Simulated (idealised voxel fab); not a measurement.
process module | voxel capacitor over wiring
cross-section cut | 165 nm wide | cells 5 nm
A cross-section is a grid of square cells, given in bands from the top down. A band is one or more rows of cells.
Each band's line starts with the height of the band's top and of its bottom, in nm. Then come its materials from left to right, each with its width in nm. One material with "throughout" fills the band from edge to edge. "air" is empty space.
Height 0 is the level under which the wafer as received is all one material. The lowest band goes on downwards, as in "0 down".
A width such as "30 to 40" changes by the same amount from each row of cells to the next, from the band's top row to its bottom row.
"no change" after a step means that no cell of the cross-section changed.
closed voids: empty space of 8 cells or more with no open way to the top, each as width x height at its distance from the left edge, in nm
after a step's settings: what the simulator itself notes on the step
overlay nm, on a step with a mask: how far to the right of its planned place the mask lay; to the left if negative
plan
1 op RECEIVE | material Si
2 op CONFORMAL_DEP | material SiO2 | thk nm 10
3 op DIRECTIONAL_DEP | material TiN | thk nm 5
4 op DIRECTIONAL_DEP | material W | thk nm 15
5 op PATTERN | tone cover | mask id METAL_1 | material resist | width nm 30 | pitch nm 85 | thk nm 15 | overlay nm 0
6 op DIRECTIONAL_ETCH | etch materials W | depth nm 15
7 op DIRECTIONAL_ETCH | etch materials TiN | depth nm 5
8 op STRIP | etch materials resist
9 op FILL_DEP | material SiO2 | thk nm 5
10 op CMP | height nm 30
11 op CONFORMAL_DEP | material SiCN | thk nm 5
12 op DIRECTIONAL_DEP | material SiO2 | thk nm 10
13 op MASKED_ETCH | tone open | mask id PLUG_1 | width nm 15 | etch materials SiO2 | depth nm 10 | overlay nm 0
14 op MASKED_ETCH | tone open | mask id PLUG_1 | width nm 15 | etch materials SiCN | depth nm 5 | overlay nm 0
15 op EPI | material Ru | thk nm 10
16 op EPI | material Ru | thk nm 5
17 op DIRECTIONAL_DEP | material TiN | thk nm 5
18 op DIRECTIONAL_DEP | material SiN | thk nm 5
19 op DIRECTIONAL_DEP | material TiN | thk nm 5
20 op MASKED_ETCH | tone cover | mask id UPPER_PLATE | width nm 60 | etch materials TiN | depth nm 5 | overlay nm 0
21 op MASKED_ETCH | tone cover | mask id UPPER_PLATE | width nm 60 | etch materials SiN | depth nm 5 | overlay nm 0
22 op MASKED_ETCH | tone cover | mask id LOWER_PLATE | width nm 70 | etch materials TiN | depth nm 5 | overlay nm 0
23 op FILL_DEP | material SiO2 | thk nm 20
24 op CMP | height nm 75
25 op PATTERN | tone open | mask id PLUG_2 | material resist | width nm 15 | thk nm 20 | overlay nm 0
26 op DIRECTIONAL_ETCH | etch materials SiO2 | depth nm 15
27 op STRIP | etch materials resist
28 op CONFORMAL_DEP | material TiN | thk nm 5
29 op FILL_DEP | material W | thk nm 5
30 op CMP | height nm 75
31 op CONFORMAL_DEP | material SiN | thk nm 5
first wafer, as planned
as received, after step 1
  0 down: Si throughout
  closed voids: none
after step 2
  10 to 0: SiO2 throughout
  below 0: unchanged
after step 3
  15 to 10: TiN throughout
  below 10: unchanged
after step 4
  30 to 15: W throughout
  below 15: unchanged
after step 5
  45 to 30: air 25 | resist 30 | air 55 | resist 30 | air 25
  below 30: unchanged
after step 6
  45 to 30: air 25 | resist 30 | air 55 | resist 30 | air 25
  30 to 15: air 25 | W 30 | air 55 | W 30 | air 25
  below 15: unchanged
after step 7
  45 to 30: air 25 | resist 30 | air 55 | resist 30 | air 25
  30 to 15: air 25 | W 30 | air 55 | W 30 | air 25
  15 to 10: air 25 | TiN 30 | air 55 | TiN 30 | air 25
  below 10: unchanged
after step 8
  30 to 15: air 25 | W 30 | air 55 | W 30 | air 25
  below 15: unchanged
after step 9
  35 to 30: SiO2 throughout
  30 to 15: SiO2 25 | W 30 | SiO2 55 | W 30 | SiO2 25
  15 to 10: SiO2 25 | TiN 30 | SiO2 55 | TiN 30 | SiO2 25
  below 10: unchanged
after step 10
  30 to 15: SiO2 25 | W 30 | SiO2 55 | W 30 | SiO2 25
  below 15: unchanged
after step 11
  35 to 30: SiCN throughout
  below 30: unchanged
after step 12
  45 to 35: SiO2 throughout
  below 35: unchanged
after step 13
  45 to 35: SiO2 40 | air 15 | SiO2 110
  below 35: unchanged
after step 14
  45 to 35: SiO2 40 | air 15 | SiO2 110
  35 to 30: SiCN 40 | air 15 | SiCN 110
  below 30: unchanged
after step 15
  45 to 40: SiO2 40 | air 15 | SiO2 110
  40 to 35: SiO2 40 | Ru 15 | SiO2 110
  35 to 30: SiCN 40 | Ru 15 | SiCN 110
  below 30: unchanged
after step 16
  45 to 35: SiO2 40 | Ru 15 | SiO2 110
  below 35: unchanged
after step 17
  50 to 45: TiN throughout
  below 45: unchanged
after step 18
  55 to 50: SiN throughout
  below 50: unchanged
after step 19
  60 to 55: TiN throughout
  below 55: unchanged
after step 20
  60 to 55: air 40 | TiN 60 | air 65
  below 55: unchanged
after step 21
  60 to 55: air 40 | TiN 60 | air 65
  55 to 50: air 40 | SiN 60 | air 65
  below 50: unchanged
after step 22
  60 to 55: air 40 | TiN 60 | air 65
  55 to 50: air 40 | SiN 60 | air 65
  50 to 45: air 35 | TiN 70 | air 60
  below 45: unchanged
after step 23
  80 to 60: SiO2 throughout
  60 to 55: SiO2 40 | TiN 60 | SiO2 65
  55 to 50: SiO2 40 | SiN 60 | SiO2 65
  50 to 45: SiO2 35 | TiN 70 | SiO2 60
  below 45: unchanged
after step 24
  75 to 60: SiO2 throughout
  below 60: unchanged
after step 25
  95 to 75: resist 50 | air 15 | resist 100
  below 75: unchanged
after step 26
  95 to 75: resist 50 | air 15 | resist 100
  75 to 60: SiO2 50 | air 15 | SiO2 100
  below 60: unchanged
after step 27
  75 to 60: SiO2 50 | air 15 | SiO2 100
  below 60: unchanged
after step 28
  80 to 75: TiN 55 | air 5 | TiN 105
  75 to 65: SiO2 50 | TiN 5 | air 5 | TiN 5 | SiO2 100
  65 to 55: SiO2 50 to 40 | TiN 15 to 60 | SiO2 100 to 65
  below 55: unchanged
after step 29
  85 to 80: W throughout
  80 to 75: TiN 55 | W 5 | TiN 105
  75 to 65: SiO2 50 | TiN 5 | W 5 | TiN 5 | SiO2 100
  below 65: unchanged
after step 30
  75 to 65: SiO2 50 | TiN 5 | W 5 | TiN 5 | SiO2 100
  below 65: unchanged
after step 31
  80 to 75: SiN throughout
  below 75: unchanged
second wafer: like start, like plan, one mistake. Through step 10 it matches the first wafer
when step 11 should have ended
  40 to 30: SiO2 throughout
  below 30: unchanged
when step 12 should have ended
  45 to 40: SiCN throughout
  below 40: unchanged
when step 13 should have ended: no change
when step 14 should have ended
  45 to 40: SiCN 40 | air 15 | SiCN 110
  below 40: unchanged
when step 15 should have ended: no change
when step 16 should have ended: no change
when step 17 should have ended
  50 to 45: TiN 40 | air 15 | TiN 110
  45 to 40: SiCN 40 | TiN 15 | SiCN 110
  below 40: unchanged
when step 18 should have ended
  55 to 50: SiN 40 | air 15 | SiN 110
  50 to 45: TiN 40 | SiN 15 | TiN 110
  below 45: unchanged
when step 19 should have ended
  60 to 55: TiN 40 | air 15 | TiN 110
  55 to 50: SiN 40 | TiN 15 | SiN 110
  below 50: unchanged
when step 20 should have ended
  60 to 55: air 55 | TiN 45 | air 65
  below 55: unchanged
when step 21 should have ended
  60 to 55: air 55 | TiN 45 | air 65
  55 to 50: air 40 | TiN 15 | SiN 45 | air 65
  below 50: unchanged
when step 22 should have ended
  60 to 55: air 55 | TiN 45 | air 65
  55 to 50: air 40 | TiN 15 | SiN 45 | air 65
  50 to 45: air 35 | TiN 5 | SiN 15 | TiN 50 | air 60
  below 45: unchanged
when step 23 should have ended
  80 to 60: SiO2 throughout
  60 to 55: SiO2 55 | TiN 45 | SiO2 65
  55 to 50: SiO2 40 | TiN 15 | SiN 45 | SiO2 65
  50 to 45: SiO2 35 | TiN 5 | SiN 15 | TiN 50 | SiO2 60
  below 45: unchanged
when step 24 should have ended
  75 to 60: SiO2 throughout
  below 60: unchanged
when step 25 should have ended
  95 to 75: resist 50 | air 15 | resist 100
  below 75: unchanged
when step 26 should have ended
  95 to 75: resist 50 | air 15 | resist 100
  75 to 60: SiO2 50 | air 15 | SiO2 100
  below 60: unchanged
when step 27 should have ended
  75 to 60: SiO2 50 | air 15 | SiO2 100
  below 60: unchanged
when step 28 should have ended
  80 to 75: TiN 55 | air 5 | TiN 105
  75 to 65: SiO2 50 | TiN 5 | air 5 | TiN 5 | SiO2 100
  65 to 55: SiO2 50 to 55 | TiN 15 to 45 | SiO2 100 to 65
  below 55: unchanged
when step 29 should have ended
  85 to 80: W throughout
  80 to 75: TiN 55 | W 5 | TiN 105
  75 to 65: SiO2 50 | TiN 5 | W 5 | TiN 5 | SiO2 100
  below 65: unchanged
when step 30 should have ended
  75 to 65: SiO2 50 | TiN 5 | W 5 | TiN 5 | SiO2 100
  below 65: unchanged
when step 31 should have ended
  80 to 75: SiN throughout
  below 75: unchanged
what went wrong: steps 11 and 12 were swapped
at the end the second wafer has, in cells: 9 fewer of Ru | 9 more of SiO2
